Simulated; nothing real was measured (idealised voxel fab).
You're looking at the process module voxel plated lines.
Cross-section cut spans 270 nm and uses square cells 5 nm in size.
Cross-section spec: square-cell grid; bands listed top down; each band is one or more rows. Within each band entry, the heights of the top and of the bottom of the band appear first, in that order and in nm; the materials of the band then follow from left to right, each with its corresponding width in nm. The designation "full width" on a single material indicates that it fills the band from edge to edge; the designation "blank" indicates empty space. The reference from which all heights are counted is 0, the level beneath which the as-received wafer is entirely one material; the lowest band, having no lower bound, proceeds downward and is written after the example "0..down". A width given as "30 to 40" starts at the first number in the band's top row and ends at the second number in its bottom row, shifting by an equal amount at every step from row to row. No cell of the cross-section changed in a step that is given as "left unchanged". Enclosed voids (no open way to top), threshold 8 cells or more, entry "Enclosed cavities", notation width x height at distance, distance from left edge, nm. after a step's settings: what the simulator itself notes on the step. overlay nm: how far to the right of its planned place the mask lay on this masked step (negative: to the left).

# Process steps (planned)
1. RECEIVE with material Si
2. CONFORMAL_DEP with material SiN, thk nm 5
3. DIRECTIONAL_DEP with material TiN, thk nm 5
4. PATTERN with tone open, mask id LINES, material resist, width nm 20, pitch nm 40, thk nm 20, overlay nm 0
5. EPI with material Ru, thk nm 5
6. STRIP with etch materials resist
7. DIRECTIONAL_ETCH with etch materials TiN, depth nm 5
8. CONFORMAL_DEP with material SiCN, thk nm 5

# Wafer, first of two, run as planned

# This is the cross-section of the wafer as we received it, i.e. after step 1
- 0..down | Si full width
- Enclosed cavities: none

# You're looking at a cross-section of the wafer after step 2
- 5..0 | SiN full width
- Whatever lies below 0 is exactly as it was before.

# You're looking at a cross-section of the wafer after step 3
- 10..5 | TiN full width
- Whatever lies below 5 is exactly as it was before.

# You're looking at a cross-section of the wafer after step 4
- 30..10 | resist: 105, blank: 20, resist: 20, blank: 20, resist: 105
- Whatever lies below 10 is exactly as it was before.

# You're looking at a cross-section of the wafer after step 5
- 30..15 | resist: 105, blank: 20, resist: 20, blank: 20, resist: 105
- 15..10 | resist: 105, Ru: 20, resist: 20, Ru: 20, resist: 105
- Whatever lies below 10 is exactly as it was before.

# You're looking at a cross-section of the wafer after step 6
- 15..10 | blank: 105, Ru: 20, blank: 20, Ru: 20, blank: 105
- Whatever lies below 10 is exactly as it was before.

# You're looking at a cross-section of the wafer after step 7
- 15..10 | blank: 105, Ru: 20, blank: 20, Ru: 20, blank: 105
- 10..5 | blank: 105, TiN: 20, blank: 20, TiN: 20, blank: 105
- Whatever lies below 5 is exactly as it was before.

# You're looking at a cross-section of the wafer after step 8
- 20..15 | blank: 100, SiCN: 30, blank: 10, SiCN: 30, blank: 100
- 15..10 | blank: 100, SiCN: 5, Ru: 20, SiCN: 5, blank: 10, SiCN: 5, Ru: 20, SiCN: 5, blank: 100
- 10..5 | SiCN: 105, TiN: 20, SiCN: 20, TiN: 20, SiCN: 105
- Whatever lies below 5 is exactly as it was before.

# Now the other wafer: same start, same recipe, but we messed up one thing when running it. Up to and including step 1 it's the same as the first one

# Cross-section of the second wafer at the time by which step 2 should have been completed according to the plan
- 5..0 | SiCN full width
- Whatever lies below 0 is exactly as it was before.

# Cross-section of the second wafer at the time by which step 3 should have been completed according to the plan
- 10..5 | TiN full width
- Whatever lies below 5 is exactly as it was before.

# Cross-section of the second wafer at the time by which step 4 should have been completed according to the plan
- 30..10 | resist: 105, blank: 20, resist: 20, blank: 20, resist: 105
- Whatever lies below 10 is exactly as it was before.

# Cross-section of the second wafer at the time by which step 5 should have been completed according to the plan
- 30..15 | resist: 105, blank: 20, resist: 20, blank: 20, resist: 105
- 15..10 | resist: 105, Ru: 20, resist: 20, Ru: 20, resist: 105
- Whatever lies below 10 is exactly as it was before.

# Cross-section of the second wafer at the time by which step 6 should have been completed according to the plan
- 15..10 | blank: 105, Ru: 20, blank: 20, Ru: 20, blank: 105
- Whatever lies below 10 is exactly as it was before.

# Cross-section of the second wafer at the time by which step 7 should have been completed according to the plan
- 15..10 | blank: 105, Ru: 20, blank: 20, Ru: 20, blank: 105
- 10..5 | blank: 105, TiN: 20, blank: 20, TiN: 20, blank: 105
- Whatever lies below 5 is exactly as it was before.

# Cross-section of the second wafer at the time by which step 8 should have been completed according to the plan
- 20..15 | blank: 100, SiCN: 30, blank: 10, SiCN: 30, blank: 100
- 15..10 | blank: 100, SiCN: 5, Ru: 20, SiCN: 5, blank: 10, SiCN: 5, Ru: 20, SiCN: 5, blank: 100
- 10..5 | SiCN: 105, TiN: 20, SiCN: 20, TiN: 20, SiCN: 105
- Whatever lies below 5 is exactly as it was before.
So what did we get wrong on this run? off-plan run, step 2, actual operation and settings CONFORMAL_DEP with material SiCN, thk nm 5
Bottom line after processing is that, in cells, the second wafer is up or down on some materials versus the first: 54 more of SiCN, 54 fewer of SiN
